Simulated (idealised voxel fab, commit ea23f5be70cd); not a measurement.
Documented hereafter: the process module known as voxel capacitor over wiring.
220 nm wide, 5 nm square cells: that's cross-section cut.
We lay out every cross-section as a grid of square cells and spell it out in bands from the top down, where one band means one or more rows of cells. This entry defines a band. It first specifies the height of the band's top and the height of its bottom in nm, and then specifies the band's materials from left to right, stating each material with its width in nm. The word "all across" identifies a single material that fills the band from edge to edge, while the word "air" identifies empty space. We count height from 0. Below that, the starting wafer is all one material. The lowest band never ends at the bottom but goes on down; see "0 and below" for how that is written. Width: "30..40" (first number = top row, second number = bottom row, same change from row to row of cells). Where a step carries "nothing changed", the cross-section came out of it unchanged, cell for cell. Entry "Voids, sealed" = empty spaces >= 8 cells with no open way to the top; each as width x height at distance, distance from left edge, all nm. It should be noted that, on the line of a given step, the content following the step's settings is a remark produced by the simulator itself with respect to that step. overlay nm: right-of-plan distance of the mask on a masked step; negative values mean left-of-plan.

## This section lists the process steps that were planned
| 1 | RECEIVE with material Si |
| 2 | CONFORMAL_DEP with material SiO2, thk nm 10 |
| 3 | CONFORMAL_DEP with material SiCN, thk nm 5 |
| 4 | DIRECTIONAL_DEP with material lowk, thk nm 15 |
| 5 | PATTERN with tone open, mask id METAL_1, material resist, width nm 30, pitch nm 85, thk nm 15, overlay nm 0 |
| 6 | DIRECTIONAL_ETCH with etch materials lowk, depth nm 15 |
| 7 | DIRECTIONAL_ETCH with etch materials SiCN, depth nm 5 |
| 8 | STRIP with etch materials resist |
| 9 | CONFORMAL_DEP with material TiN, thk nm 5 |
| 10 | FILL_DEP with material W, thk nm 10 |
| 11 | CMP with height nm 30 |
| 12 | CONFORMAL_DEP with material SiCN, thk nm 5 |
| 13 | DIRECTIONAL_DEP with material lowk, thk nm 10 |
| 14 | DIRECTIONAL_DEP with material aC, thk nm 15 |
| 15 | PATTERN with tone open, mask id PLUG_1, material resist, width nm 15, thk nm 30, overlay nm 0 |
| 16 | DIRECTIONAL_ETCH with etch materials aC, depth nm 15 |
| 17 | STRIP with etch materials resist |
| 18 | DIRECTIONAL_ETCH with etch materials lowk, depth nm 10 |
| 19 | DIRECTIONAL_ETCH with etch materials SiCN, depth nm 5 |
| 20 | STRIP with etch materials aC |
| 21 | EPI with material Ru, thk nm 10 |
| 22 | EPI with material Ru, thk nm 5 |
| 23 | DIRECTIONAL_DEP with material TiN, thk nm 5 |
| 24 | DIRECTIONAL_DEP with material Al2O3, thk nm 5 |
| 25 | DIRECTIONAL_DEP with material TiN, thk nm 5 |
| 26 | PATTERN with tone cover, mask id UPPER_PLATE, material resist, width nm 60, thk nm 20, overlay nm 0 |
| 27 | DIRECTIONAL_ETCH with etch materials TiN, depth nm 5 |
| 28 | DIRECTIONAL_ETCH with etch materials Al2O3, depth nm 5 |
| 29 | STRIP with etch materials resist |
| 30 | DIRECTIONAL_DEP with material aC, thk nm 15 |
| 31 | PATTERN with tone cover, mask id LOWER_PLATE, material resist, width nm 70, thk nm 30, overlay nm 0 |
| 32 | DIRECTIONAL_ETCH with etch materials aC, depth nm 15 |
| 33 | STRIP with etch materials resist |
| 34 | DIRECTIONAL_ETCH with etch materials TiN, depth nm 5 |
| 35 | STRIP with etch materials aC |
| 36 | FILL_DEP with material SiO2, thk nm 20 |
| 37 | CMP with height nm 75 |
| 38 | PATTERN with tone open, mask id PLUG_2, material resist, width nm 15, thk nm 15, overlay nm 0 |
| 39 | DIRECTIONAL_ETCH with etch materials SiO2, depth nm 15 |
| 40 | STRIP with etch materials resist |
| 41 | CONFORMAL_DEP with material TiN, thk nm 5 |
| 42 | FILL_DEP with material Cu, thk nm 10 |
| 43 | CMP with height nm 75 |
| 44 | CONFORMAL_DEP with material SiN, thk nm 5 |
varied across the wafers: thk nm of step 9. The plan shows the first wafer's value. All wafers start alike

## The as-received cross-section of the first of several wafers corresponds to the state after step 1
0 and below = Si all across
Voids, sealed: none

## wafer rows; end of module; cells per material since receipt: (+) gained, (-) lost; then closed voids
thk nm 5, +12 Al2O3, +2 Cu, +9 Ru, +73 SiCN, +44 SiN, +305 SiO2, +57 TiN, +24 W, +178 lowk, Voids, sealed: none
thk nm 10, +12 Al2O3, +2 Cu, +9 Ru, +73 SiCN, +44 SiN, +305 SiO2, +73 TiN, +8 W, +178 lowk, Voids, sealed: none
thk nm 15, +12 Al2O3, +2 Cu, +9 Ru, +73 SiCN, +44 SiN, +305 SiO2, +81 TiN, +178 lowk, Voids, sealed: none
thk nm 20, +12 Al2O3, +2 Cu, +9 Ru, +73 SiCN, +44 SiN, +305 SiO2, +81 TiN, +178 lowk, Voids, sealed: none
